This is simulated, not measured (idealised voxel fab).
process module | voxel transistor to metal
Cross-section cut spans 285 nm and uses square cells 5 nm in size.
Cross-section, as written here: a square-cell grid given band by band from the top down, where a band holds one or more rows of cells. In this notation a band is specified by the heights of its top and bottom, in that order and in nm, after which its materials appear from left to right, each paired with its width in nm. The word "full width" attached to a single material means that material fills the band from edge to edge; the word "air" stands for empty space. All heights in this document are referenced to 0, defined as the level beneath which the wafer, as received, consists entirely of one material. The lowest band is not bounded below; it extends indefinitely downward and is written in the form "0 and below". Width: "30 to 40" (first number = top row, second number = bottom row, same change from row to row of cells). Key: "no alterations made" - step with no changed cell in the cross-section. For the entry "Unvented cavities", the listed items are empty spaces with no open way to the top whose size is 8 cells or more; each item follows the pattern width x height at distance, where distance is from the left edge and all three are in nm. Step line, after settings: the simulator's comment on this step. A step's line can hold "overlay nm"; with a mask on that step, the setting says how far right of the planned place the mask lay, while a negative setting says it lay to the left.

## Listed below are the process steps as planned
1) RECEIVE | material Si
2) OXIDIZE | depth nm 5
3) CONFORMAL_DEP | material SiN | thk nm 10
4) MASKED_ETCH | tone cover | mask id ACTIVE | width nm 110 | pitch nm 140 | etch materials SiN | depth nm 10 | overlay nm 0
5) MASKED_ETCH | tone cover | mask id ACTIVE | width nm 110 | pitch nm 140 | etch materials SiO2 | depth nm 5 | overlay nm 0
6) MASKED_ETCH | tone cover | mask id ACTIVE | width nm 110 | pitch nm 140 | etch materials Si | depth nm 35 | overlay nm 0
7) OXIDIZE | depth nm 5
8) FILL_DEP | material SiO2 | thk nm 5
9) CMP | height nm 10
10) SELECTIVE_ETCH | etch materials SiO2 | depth nm 10
11) STRIP | etch materials SiN
12) SELECTIVE_ETCH | etch materials SiO2 | depth nm 5
13) OXIDIZE | depth nm 5
14) DIRECTIONAL_DEP | material polySi | thk nm 30
15) DIRECTIONAL_DEP | material SiCN | thk nm 15
16) DIRECTIONAL_DEP | material aC | thk nm 15
17) PATTERN | tone cover | mask id GATE | material resist | width nm 20 | pitch nm 140 | thk nm 30 | overlay nm 0
18) DIRECTIONAL_ETCH | etch materials aC | depth nm 15
19) STRIP | etch materials resist
20) DIRECTIONAL_ETCH | etch materials SiCN | depth nm 25
21) DIRECTIONAL_ETCH | etch materials polySi | depth nm 40
22) STRIP | etch materials aC
23) CONFORMAL_DEP | material SiO2 | thk nm 5
24) DIRECTIONAL_ETCH | etch materials SiO2 | depth nm 5
25) CONFORMAL_DEP | material SiN | thk nm 5
26) DIRECTIONAL_ETCH | etch materials SiN | depth nm 5
27) DIRECTIONAL_ETCH | etch materials SiO2 | depth nm 5
28) EPI | material pSi | thk nm 5
29) FILL_DEP | material SiO2 | thk nm 10
30) CMP | height nm 40
31) DIRECTIONAL_DEP | material SiO2 | thk nm 15
32) PATTERN | tone open | mask id CONTACT | material resist | width nm 20 | pitch nm 70 | thk nm 20 | overlay nm 0
33) DIRECTIONAL_ETCH | etch materials SiO2 | depth nm 60
34) STRIP | etch materials resist
35) CONFORMAL_DEP | material TiN | thk nm 5
36) FILL_DEP | material W | thk nm 5
37) CMP | height nm 55
38) CONFORMAL_DEP | material SiCN | thk nm 5
39) DIRECTIONAL_DEP | material SiO2 | thk nm 20
40) PATTERN | tone open | mask id METAL_1 | material resist | width nm 20 | pitch nm 70 | thk nm 15 | overlay nm 0
41) DIRECTIONAL_ETCH | etch materials SiO2 | depth nm 20
42) DIRECTIONAL_ETCH | etch materials SiCN | depth nm 5
43) STRIP | etch materials resist
44) CONFORMAL_DEP | material TiN | thk nm 5
45) FILL_DEP | material Cu | thk nm 10
46) CMP | height nm 80
47) CONFORMAL_DEP | material SiN | thk nm 5

## As received (post step 1): cross-section
> 0 and below  Si full width
> Unvented cavities: none

## Starting wafer: above. Plan: above. Run: one mistake. Cross-section after the module: below
> 100 down to 95  SiN full width
> 95 down to 85  Cu full width
> 85 down to 80  TiN 30; Cu 10; TiN 60; Cu 10; TiN 60; Cu 10; TiN 60; Cu 10; TiN 35
> 80 down to 60  SiO2 25; TiN 5; Cu 10; TiN 5; SiO2 50; TiN 5; Cu 10; TiN 5; SiO2 50; TiN 5; Cu 10; TiN 5; SiO2 50; TiN 5; Cu 10; TiN 5; SiO2 30
> 60 down to 55  SiCN 25; TiN 20; SiCN 50; TiN 20; SiCN 50; TiN 20; SiCN 50; TiN 20; SiCN 30
> 55 down to 40  SiO2 25; TiN 5; W 10; TiN 5; SiO2 50; TiN 5; W 10; TiN 5; SiO2 50; TiN 5; W 10; TiN 5; SiO2 50; TiN 5; W 10; TiN 5; SiO2 30
> 40 down to 25  SiO2 25; TiN 5; W 10; TiN 5; SiO2 5; SiN 5; SiO2 5; SiCN 20; SiO2 5; SiN 5; SiO2 5; TiN 5; W 10; TiN 5; SiO2 50; TiN 5; W 10; TiN 5; SiO2 5; SiN 5; SiO2 5; SiCN 20; SiO2 5; SiN 5; SiO2 5; TiN 5; W 10; TiN 5; SiO2 30
> 25 down to 0  SiO2 25; TiN 5; W 10; TiN 5; SiO2 5; SiN 5; SiO2 5; polySi 20; SiO2 5; SiN 5; SiO2 5; TiN 5; W 10; TiN 5; SiO2 50; TiN 5; W 10; TiN 5; SiO2 5; SiN 5; SiO2 5; polySi 20; SiO2 5; SiN 5; SiO2 5; TiN 5; W 10; TiN 5; SiO2 30
> 0 down to -5  SiO2 25; TiN 20; SiO2 5; SiN 5; SiO2 5; polySi 20; SiO2 5; SiN 5; SiO2 5; TiN 20; SiO2 50; TiN 20; SiO2 5; SiN 5; SiO2 5; polySi 20; SiO2 5; SiN 5; SiO2 5; TiN 20; SiO2 30
> -5 down to -10  SiO2 15; pSi 35; SiO2 40; pSi 35; SiO2 30; pSi 35; SiO2 40; pSi 35; SiO2 20
> -10 down to -45  SiO2 20; Si 100; SiO2 40; Si 100; SiO2 25
> -45 and below  Si full width
> Unvented cavities: none
Misprocessing identified: plan step 46 never ran because it was skipped
